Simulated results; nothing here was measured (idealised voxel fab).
This section sets out a process module, namely voxel released beams.
Xsec cut, 200 nm wide, square cell size 5 nm.
Think of the cross-section as a grid of square cells. We describe it in bands, top to bottom, and each band covers one or more rows of those cells. What a band's entry tells you: where the top is and where the bottom is, as heights in nm, and after that what lies inside, material by material from left to right, each with its width in nm. Empty space is written as the word "air", and a single material marked with the word "all across" occupies the band from edge to edge. Basically, 0 is our baseline, since under it the wafer straight out of the box is all one material. The bottom band has no lower end and keeps on going down, so it looks like "top 0, no bottom". Width: "30->40" (first number = top row, second number = bottom row, same change from row to row of cells). "changes: none" for a step: no cell of the cross-section changed in that step. This entry, "Encapsulated voids", enumerates those empty regions of no fewer than 8 cells that possess no open connection to the top. Each region is reported in the form width x height at distance, the distance being taken from the left edge, with all three quantities expressed in nm. It should be noted that, on the line of a given step, the content following the step's settings is a remark produced by the simulator itself with respect to that step. overlay nm: mask offset rightward from planned place, masked step; negative means leftward offset.
These are the steps we planned for the process:
- 1: op RECEIVE | material Si
- 2: op CONFORMAL_DEP | material Al2O3 | thk nm 5
- 3: op DIRECTIONAL_DEP | material SiO2 | thk nm 15
- 4: op DIRECTIONAL_DEP | material aC | thk nm 10
- 5: op PATTERN | tone open | mask id ANCHOR | material resist | width nm 25 | thk nm 30 | overlay nm 0
- 6: op DIRECTIONAL_ETCH | etch materials aC | depth nm 10
- 7: op STRIP | etch materials resist
- 8: op DIRECTIONAL_ETCH | etch materials SiO2 | depth nm 15
- 9: op STRIP | etch materials aC
- 10: op CONFORMAL_DEP | material W | thk nm 10
- 11: op PATTERN | tone cover | mask id BEAM | material resist | width nm 70 | thk nm 15 | overlay nm 0
- 12: op DIRECTIONAL_ETCH | etch materials W | depth nm 10
- 13: op STRIP | etch materials resist
- 14: op STRIP | etch materials SiO2
Cross-section of the wafer at receipt, which is the condition after step 1:
top 0, no bottom: Si all across
Encapsulated voids: none
Post-module cross-section of the first of two wafers (run per plan):
top 30, bottom 20: air 60, then W 15, then air 5, then W 50, then air 70
top 20, bottom 15: air 65, then W 10, then air 5, then W 10, then air 110
top 15, bottom 5: air 65, then W 25, then air 110
top 5, bottom 0: Al2O3 all across
top 0, no bottom: Si all across
Encapsulated voids: none
Module end: cross-section of wafer two of two. Same start and process plan as the first wafer. One mistake during execution:
top 30, bottom 20: air 60, then W 20, then air 5, then W 45, then air 70
top 20, bottom 15: air 70, then W 10, then air 5, then W 10, then air 105
top 15, bottom 5: air 70, then W 25, then air 105
top 5, bottom 0: Al2O3 all across
top 0, no bottom: Si all across
Encapsulated voids: none
Which mistake was made when the wafer was run? the process deviated at step 5: the operation and settings actually run there were op PATTERN | tone open | mask id ANCHOR | material resist | width nm 25 | thk nm 30 | overlay nm 5
Matching per-material cell counts, mismatched positions: that is how the second wafer compares with the first at the end.
